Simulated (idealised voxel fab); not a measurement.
Title: Process Module voxel capacitor over wiring
It is cross-section cut that appears here, measuring 280 nm in width, its square cells being 5 nm in size.
In this document a cross-section is written as a grid of square cells. It is given as a series of bands, listed from the top down, and a band is one or more rows of cells.
Basically the band line says how high the top is and how high the bottom is, in nm, and then what's in it from left to right, every material with its width in nm. Empty space shows up as "empty", and if a single material carries "everywhere" it runs the full band edge to edge.
Where do heights start? At 0: under that level the wafer as delivered is made of one material only. And the lowest band has no floor; it just carries on downward, as in "0 and below".
Width spec "30->40" -> top row of cells at first value, bottom row at second value, equal per-row change in between.
Where the words "identical to before" appear for a step, the cross-section shows no cell changed by that step; every cell remained as before.
This entry, "Trapped voids", enumerates those empty regions of no fewer than 8 cells that possess no open connection to the top. Each region is reported in the form width x height at distance, the distance being taken from the left edge, with all three quantities expressed in nm.
Whatever follows a step's settings on its line is a remark the simulator itself makes about that step.
The optional step-line setting "overlay nm" applies to steps with a mask and quantifies how far to the right of its planned location the mask lay, a negative value indicating leftward placement.
INTENDED PROCESS STEPS
- 1: RECEIVE | material Si
- 2: CONFORMAL_DEP | material SiO2 | thk nm 15
- 3: CONFORMAL_DEP | material SiCN | thk nm 5
- 4: DIRECTIONAL_DEP | material lowk | thk nm 15
- 5: MASKED_ETCH | tone open | mask id METAL_1 | width nm 25 | pitch nm 90 | etch materials lowk | depth nm 15 | overlay nm 0
- 6: MASKED_ETCH | tone open | mask id METAL_1 | width nm 25 | pitch nm 90 | etch materials SiCN | depth nm 5 | overlay nm 0
- 7: CONFORMAL_DEP | material TiN | thk nm 5
- 8: FILL_DEP | material Cu | thk nm 5
- 9: CMP | height nm 35
- 10: CONFORMAL_DEP | material SiCN | thk nm 5
- 11: DIRECTIONAL_DEP | material SiO2 | thk nm 20
- 12: MASKED_ETCH | tone open | mask id PLUG_1 | width nm 15 | etch materials SiO2 | depth nm 20 | overlay nm 0
- 13: MASKED_ETCH | tone open | mask id PLUG_1 | width nm 15 | etch materials SiCN | depth nm 5 | overlay nm 0
- 14: EPI | material Ru | thk nm 10
- 15: EPI | material Ru | thk nm 10
- 16: EPI | material Ru | thk nm 5
- 17: DIRECTIONAL_DEP | material TiN | thk nm 10
- 18: DIRECTIONAL_DEP | material Al2O3 | thk nm 5
- 19: DIRECTIONAL_DEP | material TiN | thk nm 5
- 20: PATTERN | tone cover | mask id UPPER_PLATE | material resist | width nm 70 | thk nm 15 | overlay nm 0
- 21: DIRECTIONAL_ETCH | etch materials TiN | depth nm 5
- 22: DIRECTIONAL_ETCH | etch materials Al2O3 | depth nm 5
- 23: STRIP | etch materials resist
- 24: MASKED_ETCH | tone cover | mask id LOWER_PLATE | width nm 80 | etch materials TiN | depth nm 10 | overlay nm 0
- 25: FILL_DEP | material SiO2 | thk nm 20
- 26: CMP | height nm 95
- 27: PATTERN | tone open | mask id PLUG_2 | material resist | width nm 15 | thk nm 20 | overlay nm 0
- 28: DIRECTIONAL_ETCH | etch materials SiO2 | depth nm 15
- 29: STRIP | etch materials resist
- 30: CONFORMAL_DEP | material TiN | thk nm 5
- 31: FILL_DEP | material W | thk nm 10
- 32: CMP | height nm 95
- 33: CONFORMAL_DEP | material SiCN | thk nm 5
AS RECEIVED (POST STEP 1): CROSS-SECTION
0 and below: Si everywhere
Trapped voids: none
FIRST WAFER OF TWO, SECTIONED AT END OF MODULE; RUN WENT PER PLAN
100 down to 95: SiCN everywhere
95 down to 85: SiO2 100 nm, then TiN 5 nm, then W 5 nm, then TiN 5 nm, then SiO2 165 nm
85 down to 75: SiO2 100->90 nm, then TiN 15->70 nm, then SiO2 165->120 nm
75 down to 70: SiO2 90 nm, then Al2O3 70 nm, then SiO2 120 nm
70 down to 60: SiO2 85 nm, then TiN 80 nm, then SiO2 115 nm
60 down to 40: SiO2 90 nm, then Ru 15 nm, then SiO2 175 nm
40 down to 35: SiCN 90 nm, then Ru 15 nm, then SiCN 175 nm
35 down to 20: lowk 80 nm, then TiN 5 nm, then Cu 15 nm, then TiN 5 nm, then lowk 65 nm, then TiN 5 nm, then Cu 15 nm, then TiN 5 nm, then lowk 85 nm
20 down to 15: SiCN 80 nm, then TiN 25 nm, then SiCN 65 nm, then TiN 25 nm, then SiCN 85 nm
15 down to 0: SiO2 everywhere
0 and below: Si everywhere
Trapped voids: none
PRESENTED HERE IS A CROSS-SECTION OF THE SECOND OF THE TWO WAFERS AS IT STOOD AT THE END OF THE MODULE. IT WAS STARTED IN THE SAME MANNER AND ASSIGNED THE SAME PLAN AS THE FIRST WAFER; HOWEVER, ONE MISTAKE WAS MADE IN ITS EXECUTION
100 down to 95: SiCN everywhere
95 down to 85: SiO2 100 nm, then TiN 5 nm, then W 5 nm, then TiN 5 nm, then SiO2 165 nm
85 down to 75: SiO2 100->90 nm, then TiN 15->70 nm, then SiO2 165->120 nm
75 down to 70: SiO2 90 nm, then Al2O3 70 nm, then SiO2 120 nm
70 down to 60: SiO2 85 nm, then TiN 80 nm, then SiO2 115 nm
60 down to 40: SiO2 90 nm, then Ru 15 nm, then SiO2 175 nm
40 down to 35: SiCN 90 nm, then Ru 15 nm, then SiCN 175 nm
35 down to 30: lowk 80 nm, then TiN 5 nm, then Cu 15 nm, then TiN 5 nm, then lowk 65 nm, then TiN 5 nm, then Cu 15 nm, then TiN 5 nm, then lowk 85 nm
30 down to 25: SiCN 80 nm, then TiN 25 nm, then SiCN 65 nm, then TiN 25 nm, then SiCN 85 nm
25 down to 15: SiCN everywhere
15 down to 0: SiO2 everywhere
0 and below: Si everywhere
Trapped voids: none
Short version of what went wrong: planned and actual differ for step 3; actual: CONFORMAL_DEP | material SiCN | thk nm 15
At the finish, the second wafer shows more or fewer cells for some materials than the first does: Cu -12, SiCN +112, TiN -8, lowk -92
